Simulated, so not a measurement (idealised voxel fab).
Process module in this document: voxel ribs on slabs
Cross-sectional view cut (width: 155 nm; square cell size: 5 nm).
Cross-section layout: square cells on a grid; listed as bands, top to bottom; a band spans one or more cell rows.
Heads up on the band format: heights come first, top then bottom, in nm. After that it's the materials left to right, each with its width in nm. A single material flagged "throughout" fills the whole band edge to edge, and "empty" means there's empty space there.
Where do heights start? At 0: under that level the wafer as delivered is made of one material only. And the lowest band has no floor; it just carries on downward, as in "z 0 and below".
The notation "30..40" denotes a width that varies across the rows of cells in the band, beginning at the first number in the top row, finishing at the second number in the bottom row, and changing by an identical amount from each row to the next.
When a step is marked "no alteration", none of the cells in the cross-section changed during that step.
You'll see "Entrapped void list" listing empty spaces that have no way open to the top, as long as they're 8 cells or more; the notation is width x height at distance, where the distance is from the left edge, and all of it is in nm.
Past the settings on a step's line: simulator remark, on that step.
"overlay nm" denotes, for a step that has a mask, the displacement of the mask to the right of its planned place, with negative values corresponding to the left.

**The process steps that were planned are listed below**
1) RECEIVE (material Si)
2) DIRECTIONAL_DEP (material SiO2; thk nm 20)
3) DIRECTIONAL_DEP (material SiN; thk nm 20)
4) PATTERN (tone cover; mask id RIB; material resist; width nm 15; thk nm 15; overlay nm 0)
5) DIRECTIONAL_ETCH (etch materials SiN; depth nm 10)
6) STRIP (etch materials resist)
7) MASKED_ETCH (tone cover; mask id SLAB; width nm 75; etch materials SiN; depth nm 10; overlay nm 0)
8) FILL_DEP (material SiO2; thk nm 25)
9) CMP (height nm 60)
10) DIRECTIONAL_DEP (material TiN; thk nm 5)
11) PATTERN (tone cover; mask id HEATER; material resist; width nm 25; thk nm 20; overlay nm 0)
12) DIRECTIONAL_ETCH (etch materials TiN; depth nm 5)
13) STRIP (etch materials resist)
14) CONFORMAL_DEP (material SiN; thk nm 10)

**Cross-section of the wafer as it came to us, i.e., already through step 1**
* z 0 and below = Si throughout
* Entrapped void list: none

**End state of the module in cross-section, given the above starting point and plan and one mistake in execution**
* z 75 to 70 = empty: 55 | SiN: 45 | empty: 55
* z 70 to 65 = SiN throughout
* z 65 to 60 = SiN: 65 | TiN: 25 | SiN: 65
* z 60 to 40 = SiO2 throughout
* z 40 to 20 = TiN throughout
* z 20 to 0 = SiO2 throughout
* z 0 and below = Si throughout
* Entrapped void list: none
Error vs. plan: step 3 deviated from plan and actually ran as DIRECTIONAL_DEP (material TiN; thk nm 20)
